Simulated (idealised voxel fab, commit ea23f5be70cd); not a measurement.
This section sets out a process module, namely voxel transistor to metal.
Displayed cross-section: cut, width of 160 nm, square cells sized 5 nm.
Cross-section spec: square-cell grid; bands listed top down; each band is one or more rows. Look at the band entry: it leads with the top's height and the bottom's height in nm. Then it lists the materials left to right, with a width in nm for each. The word "full width" on a single material says that material fills the band edge to edge. The word "blank" is empty space. Heights are measured from 0, the level below which the as-received wafer is all one material; the lowest band has no bottom and continues downward, written as in "0..down". Read "30..40" as a graded width: first number on top, second number at the bottom, same change between each pair of neighbouring rows. Given "remained unchanged" for a step, no cell of the cross-section differs between before and after that step. "Closed internal cavities" - sealed voids, min. 8 cells, no opening to top; format: width x height at distance (distance from left edge; nm throughout). It should be noted that, on the line of a given step, the content following the step's settings is a remark produced by the simulator itself with respect to that step. overlay nm: for a step with a mask, the amount by which the mask lay right of where it was planned; a negative amount means left of it.
Below is the list of planned process steps:
step 1: RECEIVE: material Si
step 2: CONFORMAL_DEP: material SiO2, thk nm 5
step 3: CONFORMAL_DEP: material SiN, thk nm 15
step 4: MASKED_ETCH: tone cover, mask id ACTIVE, width nm 125, etch materials SiN, depth nm 15, overlay nm 0
step 5: MASKED_ETCH: tone cover, mask id ACTIVE, width nm 125, etch materials SiO2, depth nm 5, overlay nm 0
step 6: MASKED_ETCH: tone cover, mask id ACTIVE, width nm 125, etch materials Si, depth nm 25, overlay nm 0
step 7: FILL_DEP: material SiO2, thk nm 15
step 8: CMP: height nm 20
step 9: SELECTIVE_ETCH: etch materials SiO2, depth nm 15
step 10: STRIP: etch materials SiN
step 11: SELECTIVE_ETCH: etch materials SiO2, depth nm 5
step 12: OXIDIZE: depth nm 5
step 13: DIRECTIONAL_DEP: material polySi, thk nm 30
step 14: DIRECTIONAL_DEP: material SiCN, thk nm 10
step 15: DIRECTIONAL_DEP: material aC, thk nm 10
step 16: PATTERN: tone cover, mask id GATE, material resist, width nm 25, thk nm 25, overlay nm 0
step 17: DIRECTIONAL_ETCH: etch materials aC, depth nm 10
step 18: STRIP: etch materials resist
step 19: DIRECTIONAL_ETCH: etch materials SiCN, depth nm 20
step 20: DIRECTIONAL_ETCH: etch materials polySi, depth nm 40
step 21: STRIP: etch materials aC
step 22: CONFORMAL_DEP: material SiO2, thk nm 5
step 23: DIRECTIONAL_ETCH: etch materials SiO2, depth nm 5
step 24: CONFORMAL_DEP: material SiN, thk nm 10
step 25: DIRECTIONAL_ETCH: etch materials SiN, depth nm 10
step 26: DIRECTIONAL_ETCH: etch materials SiO2, depth nm 5
step 27: EPI: material pSi, thk nm 5
step 28: FILL_DEP: material SiO2, thk nm 10
step 29: CMP: height nm 30
step 30: STRIP: etch materials polySi
step 31: SELECTIVE_ETCH: etch materials SiO2, depth nm 5
step 32: CONFORMAL_DEP: material HfO2, thk nm 5
step 33: CONFORMAL_DEP: material TiN, thk nm 5
step 34: FILL_DEP: material W, thk nm 5
step 35: CMP: height nm 25
step 36: DIRECTIONAL_DEP: material SiO2, thk nm 10
step 37: PATTERN: tone open, mask id CONTACT, material resist, width nm 20, pitch nm 85, thk nm 20, overlay nm 0
step 38: DIRECTIONAL_ETCH: etch materials SiO2, depth nm 35
step 39: STRIP: etch materials resist
step 40: CONFORMAL_DEP: material TiN, thk nm 5
step 41: FILL_DEP: material Ru, thk nm 5
step 42: CMP: height nm 35
step 43: DIRECTIONAL_DEP: material TiN, thk nm 5
step 44: DIRECTIONAL_DEP: material W, thk nm 25
step 45: MASKED_ETCH: tone cover, mask id METAL_1, width nm 20, pitch nm 85, etch materials W, depth nm 25, overlay nm 0
step 46: MASKED_ETCH: tone cover, mask id METAL_1, width nm 20, pitch nm 85, etch materials TiN, depth nm 5, overlay nm 0
step 47: CONFORMAL_DEP: material SiCN, thk nm 5
step 48: FILL_DEP: material lowk, thk nm 10
step 49: CMP: height nm 65
step 50: CONFORMAL_DEP: material SiCN, thk nm 5
step 51: DIRECTIONAL_DEP: material SiO2, thk nm 25
step 52: MASKED_ETCH: tone open, mask id METAL_2, width nm 20, pitch nm 85, etch materials SiO2, depth nm 15, overlay nm -10
step 53: DIRECTIONAL_DEP: material aC, thk nm 15
step 54: PATTERN: tone open, mask id METAL_2_HOLES, material resist, width nm 15, pitch nm 85, thk nm 30, overlay nm 0
step 55: DIRECTIONAL_ETCH: etch materials aC, depth nm 15
step 56: STRIP: etch materials resist
step 57: DIRECTIONAL_ETCH: etch materials SiO2, depth nm 10
step 58: DIRECTIONAL_ETCH: etch materials SiCN, depth nm 5
step 59: STRIP: etch materials aC
step 60: CONFORMAL_DEP: material TiN, thk nm 5
step 61: FILL_DEP: material Cu, thk nm 5
step 62: CMP: height nm 95
step 63: CONFORMAL_DEP: material SiCN, thk nm 5
For this document, wafers share an identical start and vary in the step 52 overlay nm; the plan quotes the first wafer's value.
Received condition of the first of several wafers, sectioned: post-step 1:
  0..down  Si full width
  Closed internal cavities: none
Below is a per-wafer table. In it, each row describes the wafer at the end of the module by giving, for each material, the number of cells gained (+) or lost (-) since the wafer was received, and after that the closed voids of the wafer:
overlay nm -10, +10 Cu, +17 HfO2, +24 Ru, -60 Si, +104 SiCN, +20 SiN, +274 SiO2, +83 TiN, +52 W, +100 lowk, +16 pSi, Closed internal cavities: none
overlay nm -5, +14 Cu, +17 HfO2, +24 Ru, -60 Si, +102 SiCN, +20 SiN, +274 SiO2, +81 TiN, +52 W, +100 lowk, +16 pSi, Closed internal cavities: none
overlay nm 0, +14 Cu, +17 HfO2, +24 Ru, -60 Si, +102 SiCN, +20 SiN, +274 SiO2, +81 TiN, +52 W, +100 lowk, +16 pSi, Closed internal cavities: none
overlay nm 5, +10 Cu, +17 HfO2, +24 Ru, -60 Si, +104 SiCN, +20 SiN, +274 SiO2, +83 TiN, +52 W, +100 lowk, +16 pSi, Closed internal cavities: none
overlay nm 10, +12 Cu, +17 HfO2, +24 Ru, -60 Si, +106 SiCN, +20 SiN, +274 SiO2, +79 TiN, +52 W, +100 lowk, +16 pSi, Closed internal cavities: none
overlay nm 15, +14 Cu, +17 HfO2, +24 Ru, -60 Si, +108 SiCN, +20 SiN, +274 SiO2, +75 TiN, +52 W, +100 lowk, +16 pSi, Closed internal cavities: none
